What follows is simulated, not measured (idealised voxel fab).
A process module follows: voxel released beams.
We display cut, a cross-section 205 nm in width whose square cells are each 5 nm.
A cross-section is written here as square cells arranged in a grid, and it is given in bands from the top down, each band taking up one or more rows of cells. A band entry consists of two parts. The first gives the height of the band's top and the height of its bottom, in nm. The rest lists the band's materials from left to right, each with its width in nm. A single material labelled with the word "everywhere" fills the band from edge to edge, and the word "air" marks empty space. Heights are measured from 0, the level below which the as-received wafer is all one material; the lowest band has no bottom and continues downward, written as in "from 0 down". It should be noted that a width expressed as "30->40" varies in equal increments from row to row of cells within the band, taking the value of the first number at the top row and that of the second number at the bottom row. It should be understood that the words "remains unaltered", when stated for a given step, signify that the cross-section underwent no change in any of its cells during that step. Entry "Enclosed empty spaces" = empty spaces >= 8 cells with no open way to the top; each as width x height at distance, distance from left edge, all nm. What comes after the settings on a step's line is commentary from the simulator itself on that step. When a step includes a mask, the "overlay nm" setting on its line states how far to the right of its planned place that mask lay, and negative values state how far to the left.

**Process steps foreseen in the plan**
1: RECEIVE,material Si
2: CONFORMAL_DEP,material SiN,thk nm 5
3: DIRECTIONAL_DEP,material SiO2,thk nm 20
4: MASKED_ETCH,tone open,mask id ANCHOR,width nm 25,etch materials SiO2,depth nm 20,overlay nm 0
5: CONFORMAL_DEP,material polySi,thk nm 10
6: PATTERN,tone cover,mask id BEAM,material resist,width nm 80,thk nm 20,overlay nm 0
7: DIRECTIONAL_ETCH,etch materials polySi,depth nm 10
8: STRIP,etch materials resist
9: STRIP,etch materials SiO2

**On the first of the two wafers: run conducted according to plan**

**Incoming wafer in cross-section (state: after step 1)**
	from 0 down = Si everywhere
	Enclosed empty spaces: none

**The wafer in cross-section once step 2 is complete**
	from 5 to 0 = SiN everywhere
	Below 0, no change.

**The wafer in cross-section once step 3 is complete**
	from 25 to 5 = SiO2 everywhere
	Below 5, no change.

**The wafer in cross-section once step 4 is complete**
	from 25 to 5 = 65 nm SiO2 | 25 nm air | 115 nm SiO2
	Below 5, no change.

**The wafer in cross-section once step 5 is complete**
	from 35 to 25 = 75 nm polySi | 5 nm air | 125 nm polySi
	from 25 to 15 = 65 nm SiO2 | 10 nm polySi | 5 nm air | 10 nm polySi | 115 nm SiO2
	from 15 to 5 = 65 nm SiO2 | 25 nm polySi | 115 nm SiO2
	Below 5, no change.

**The wafer in cross-section once step 6 is complete**
	from 55 to 35 = 60 nm air | 80 nm resist | 65 nm air
	from 35 to 25 = 75 nm polySi | 5 nm resist | 125 nm polySi
	from 25 to 15 = 65 nm SiO2 | 10 nm polySi | 5 nm resist | 10 nm polySi | 115 nm SiO2
	Below 15, no change.

**The wafer in cross-section once step 7 is complete**
	from 55 to 35 = 60 nm air | 80 nm resist | 65 nm air
	from 35 to 25 = 60 nm air | 15 nm polySi | 5 nm resist | 60 nm polySi | 65 nm air
	Below 25, no change.

**The wafer in cross-section once step 8 is complete**
	from 35 to 25 = 60 nm air | 15 nm polySi | 5 nm air | 60 nm polySi | 65 nm air
	from 25 to 15 = 65 nm SiO2 | 10 nm polySi | 5 nm air | 10 nm polySi | 115 nm SiO2
	Below 15, no change.

**The wafer in cross-section once step 9 is complete**
	from 35 to 25 = 60 nm air | 15 nm polySi | 5 nm air | 60 nm polySi | 65 nm air
	from 25 to 15 = 65 nm air | 10 nm polySi | 5 nm air | 10 nm polySi | 115 nm air
	from 15 to 5 = 65 nm air | 25 nm polySi | 115 nm air
	Below 5, no change.

**Wafer two of two - same starting point, same process plan, one mistake in execution; matches wafer one up to and including step 3**

**Second wafer, sectioned view, at step 4's planned end time**
	from 25 to 5 = 65 nm air | 25 nm SiO2 | 115 nm air
	Below 5, no change.

**Second wafer, sectioned view, at step 5's planned end time**
	from 35 to 25 = 55 nm air | 45 nm polySi | 105 nm air
	from 25 to 15 = 55 nm air | 10 nm polySi | 25 nm SiO2 | 10 nm polySi | 105 nm air
	from 15 to 5 = 65 nm polySi | 25 nm SiO2 | 115 nm polySi
	Below 5, no change.

**Second wafer, sectioned view, at step 6's planned end time**
	from 55 to 35 = 60 nm air | 80 nm resist | 65 nm air
	from 35 to 25 = 55 nm air | 45 nm polySi | 40 nm resist | 65 nm air
	from 25 to 15 = 55 nm air | 10 nm polySi | 25 nm SiO2 | 10 nm polySi | 40 nm resist | 65 nm air
	Below 15, no change.

**Second wafer, sectioned view, at step 7's planned end time**
	from 55 to 35 = 60 nm air | 80 nm resist | 65 nm air
	from 35 to 25 = 60 nm air | 40 nm polySi | 40 nm resist | 65 nm air
	from 25 to 15 = 55 nm air | 10 nm polySi | 25 nm SiO2 | 10 nm polySi | 40 nm resist | 65 nm air
	from 15 to 5 = 55 nm air | 10 nm polySi | 25 nm SiO2 | 50 nm polySi | 65 nm air
	Below 5, no change.

**Second wafer, sectioned view, at step 8's planned end time**
	from 35 to 25 = 60 nm air | 40 nm polySi | 105 nm air
	from 25 to 15 = 55 nm air | 10 nm polySi | 25 nm SiO2 | 10 nm polySi | 105 nm air
	Below 15, no change.

Second wafer, sectioned view, at step 9's planned end time: remains unaltered
What was the processing mistake? so step 4 ended up running with a different setting than we planned, it ran as MASKED_ETCH,tone cover,mask id ANCHOR,width nm 25,etch materials SiO2,depth nm 20,overlay nm 0
Bottom line after processing is that, in cells, the second wafer is up or down on some materials versus the first: SiO2 +20
